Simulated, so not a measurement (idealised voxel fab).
The following process module bears the name voxel air gaps.
Section shown: cut. Width: 280 nm. Cell size: 5 nm, square.
Notation: cross-section as square-cell grid; stated in bands, top first, going down; one or more cell rows per band. Top, bottom (nm), then materials left to right with widths (nm); lone material tagged "edge to edge" fills the whole band edge to edge; "air" = empty space. Height 0 is the level under which the wafer as received is all one material. The lowest band goes on downwards, as in "0 and below". The width entry "30..40" should be interpreted row by row: the top row of cells in the band takes the first number, the bottom row takes the second number, and the change between adjacent rows is uniform throughout. "stayed the same" after a step means that no cell of the cross-section changed. Look at "Enclosed cavity list" for the closed voids: empty spaces with no open path to the top, sized 8 cells or up. Each is width x height at distance, distance from the left edge, all nm. On each step's line, the part that comes after the settings is the simulator's own comment on the step. overlay nm: for a step with a mask, the amount by which the mask lay right of where it was planned; a negative amount means left of it.

-- Process steps - plan
1. RECEIVE, material Si
2. CONFORMAL_DEP, material SiO2, thk nm 15
3. CONFORMAL_DEP, material SiCN, thk nm 5
4. DIRECTIONAL_DEP, material lowk, thk nm 30
5. DIRECTIONAL_DEP, material aC, thk nm 15
6. PATTERN, tone open, mask id LINES, material resist, width nm 20, pitch nm 50, thk nm 30, overlay nm 0
7. DIRECTIONAL_ETCH, etch materials aC, depth nm 15
8. STRIP, etch materials resist
9. DIRECTIONAL_ETCH, etch materials lowk, depth nm 30
10. STRIP, etch materials aC
11. CONFORMAL_DEP, material TiN, thk nm 5
12. FILL_DEP, material Cu, thk nm 5
13. CMP, height nm 50
14. EPI, material Ru, thk nm 10
15. SELECTIVE_ETCH, etch materials lowk, depth nm 40
16. CONFORMAL_DEP, material SiCN, thk nm 5

-- First wafer out of two, processed as planned

-- Cross-section of the wafer upon arrival, representing the state reached after step 1
0 and below = Si edge to edge
Enclosed cavity list: none

-- Cross-section of the wafer after step 2
15 down to 0 = SiO2 edge to edge
below 0: unchanged

-- Cross-section of the wafer after step 3
20 down to 15 = SiCN edge to edge
below 15: unchanged

-- Cross-section of the wafer after step 4
50 down to 20 = lowk edge to edge
below 20: unchanged

-- Cross-section of the wafer after step 5
65 down to 50 = aC edge to edge
below 50: unchanged

-- Cross-section of the wafer after step 6
95 down to 65 = resist: 55, air: 20, resist: 30, air: 20, resist: 30, air: 20, resist: 30, air: 20, resist: 55
below 65: unchanged

-- Cross-section of the wafer after step 7
80 down to 65 = resist: 55, air: 20, resist: 30, air: 20, resist: 30, air: 20, resist: 30, air: 20, resist: 55
65 down to 50 = aC: 55, air: 20, aC: 30, air: 20, aC: 30, air: 20, aC: 30, air: 20, aC: 55
below 50: unchanged

-- Cross-section of the wafer after step 8
65 down to 50 = aC: 55, air: 20, aC: 30, air: 20, aC: 30, air: 20, aC: 30, air: 20, aC: 55
below 50: unchanged

-- Cross-section of the wafer after step 9
65 down to 50 = aC: 55, air: 20, aC: 30, air: 20, aC: 30, air: 20, aC: 30, air: 20, aC: 55
50 down to 20 = lowk: 55, air: 20, lowk: 30, air: 20, lowk: 30, air: 20, lowk: 30, air: 20, lowk: 55
below 20: unchanged

-- Cross-section of the wafer after step 10
50 down to 20 = lowk: 55, air: 20, lowk: 30, air: 20, lowk: 30, air: 20, lowk: 30, air: 20, lowk: 55
below 20: unchanged

-- Cross-section of the wafer after step 11
55 down to 50 = TiN: 60, air: 10, TiN: 40, air: 10, TiN: 40, air: 10, TiN: 40, air: 10, TiN: 60
50 down to 25 = lowk: 55, TiN: 5, air: 10, TiN: 5, lowk: 30, TiN: 5, air: 10, TiN: 5, lowk: 30, TiN: 5, air: 10, TiN: 5, lowk: 30, TiN: 5, air: 10, TiN: 5, lowk: 55
25 down to 20 = lowk: 55, TiN: 20, lowk: 30, TiN: 20, lowk: 30, TiN: 20, lowk: 30, TiN: 20, lowk: 55
below 20: unchanged

-- Cross-section of the wafer after step 12
60 down to 55 = Cu edge to edge
55 down to 50 = TiN: 60, Cu: 10, TiN: 40, Cu: 10, TiN: 40, Cu: 10, TiN: 40, Cu: 10, TiN: 60
50 down to 25 = lowk: 55, TiN: 5, Cu: 10, TiN: 5, lowk: 30, TiN: 5, Cu: 10, TiN: 5, lowk: 30, TiN: 5, Cu: 10, TiN: 5, lowk: 30, TiN: 5, Cu: 10, TiN: 5, lowk: 55
below 25: unchanged

-- Cross-section of the wafer after step 13
50 down to 25 = lowk: 55, TiN: 5, Cu: 10, TiN: 5, lowk: 30, TiN: 5, Cu: 10, TiN: 5, lowk: 30, TiN: 5, Cu: 10, TiN: 5, lowk: 30, TiN: 5, Cu: 10, TiN: 5, lowk: 55
below 25: unchanged

-- Cross-section of the wafer after step 14
60 down to 50 = air: 45, Ru: 40, air: 10, Ru: 40, air: 10, Ru: 40, air: 10, Ru: 40, air: 45
below 50: unchanged

-- Cross-section of the wafer after step 15
60 down to 50 = air: 45, Ru: 40, air: 10, Ru: 40, air: 10, Ru: 40, air: 10, Ru: 40, air: 45
50 down to 25 = air: 55, TiN: 5, Cu: 10, TiN: 5, air: 30, TiN: 5, Cu: 10, TiN: 5, air: 30, TiN: 5, Cu: 10, TiN: 5, air: 30, TiN: 5, Cu: 10, TiN: 5, air: 55
25 down to 20 = air: 55, TiN: 20, air: 30, TiN: 20, air: 30, TiN: 20, air: 30, TiN: 20, air: 55
below 20: unchanged

-- Cross-section of the wafer after step 16
65 down to 60 = air: 40, SiCN: 200, air: 40
60 down to 50 = air: 40, SiCN: 5, Ru: 40, SiCN: 10, Ru: 40, SiCN: 10, Ru: 40, SiCN: 10, Ru: 40, SiCN: 5, air: 40
50 down to 45 = air: 40, SiCN: 15, TiN: 5, Cu: 10, TiN: 5, SiCN: 30, TiN: 5, Cu: 10, TiN: 5, SiCN: 30, TiN: 5, Cu: 10, TiN: 5, SiCN: 30, TiN: 5, Cu: 10, TiN: 5, SiCN: 15, air: 40
45 down to 25 = air: 50, SiCN: 5, TiN: 5, Cu: 10, TiN: 5, SiCN: 5, air: 20, SiCN: 5, TiN: 5, Cu: 10, TiN: 5, SiCN: 5, air: 20, SiCN: 5, TiN: 5, Cu: 10, TiN: 5, SiCN: 5, air: 20, SiCN: 5, TiN: 5, Cu: 10, TiN: 5, SiCN: 5, air: 50
25 down to 20 = SiCN: 55, TiN: 20, SiCN: 30, TiN: 20, SiCN: 30, TiN: 20, SiCN: 30, TiN: 20, SiCN: 55
below 20: unchanged
Enclosed cavity list: 20 x 20 at 80; 20 x 20 at 130; 20 x 20 at 180

-- Second wafer - shared start and plan with the first - one error in running - same as the first up to step 13 inclusive

-- Second wafer at the planned finish of step 14, seen in cross-section
50 down to 25 = air: 55, TiN: 5, Cu: 10, TiN: 5, air: 30, TiN: 5, Cu: 10, TiN: 5, air: 30, TiN: 5, Cu: 10, TiN: 5, air: 30, TiN: 5, Cu: 10, TiN: 5, air: 55
25 down to 20 = air: 55, TiN: 20, air: 30, TiN: 20, air: 30, TiN: 20, air: 30, TiN: 20, air: 55
below 20: unchanged

-- Second wafer at the planned finish of step 15, seen in cross-section
60 down to 50 = air: 45, Ru: 40, air: 10, Ru: 40, air: 10, Ru: 40, air: 10, Ru: 40, air: 45
50 down to 25 = air: 45, Ru: 10, TiN: 5, Cu: 10, TiN: 5, Ru: 10, air: 10, Ru: 10, TiN: 5, Cu: 10, TiN: 5, Ru: 10, air: 10, Ru: 10, TiN: 5, Cu: 10, TiN: 5, Ru: 10, air: 10, Ru: 10, TiN: 5, Cu: 10, TiN: 5, Ru: 10, air: 45
25 down to 20 = air: 45, Ru: 10, TiN: 20, Ru: 10, air: 10, Ru: 10, TiN: 20, Ru: 10, air: 10, Ru: 10, TiN: 20, Ru: 10, air: 10, Ru: 10, TiN: 20, Ru: 10, air: 45
below 20: unchanged

-- Second wafer at the planned finish of step 16, seen in cross-section
65 down to 60 = air: 40, SiCN: 200, air: 40
60 down to 50 = air: 40, SiCN: 5, Ru: 40, SiCN: 10, Ru: 40, SiCN: 10, Ru: 40, SiCN: 10, Ru: 40, SiCN: 5, air: 40
50 down to 25 = air: 40, SiCN: 5, Ru: 10, TiN: 5, Cu: 10, TiN: 5, Ru: 10, SiCN: 10, Ru: 10, TiN: 5, Cu: 10, TiN: 5, Ru: 10, SiCN: 10, Ru: 10, TiN: 5, Cu: 10, TiN: 5, Ru: 10, SiCN: 10, Ru: 10, TiN: 5, Cu: 10, TiN: 5, Ru: 10, SiCN: 5, air: 40
25 down to 20 = SiCN: 45, Ru: 10, TiN: 20, Ru: 10, SiCN: 10, Ru: 10, TiN: 20, Ru: 10, SiCN: 10, Ru: 10, TiN: 20, Ru: 10, SiCN: 10, Ru: 10, TiN: 20, Ru: 10, SiCN: 45
below 20: unchanged
Processing error: the run placed steps 14 and 15 each in the position the plan gave to the other
Final tally in cells, some materials are higher or lower on the second wafer than on the first: Ru +96 | SiCN -32
The final tally of closed voids stands at 3 on the first wafer and 0 on the second.
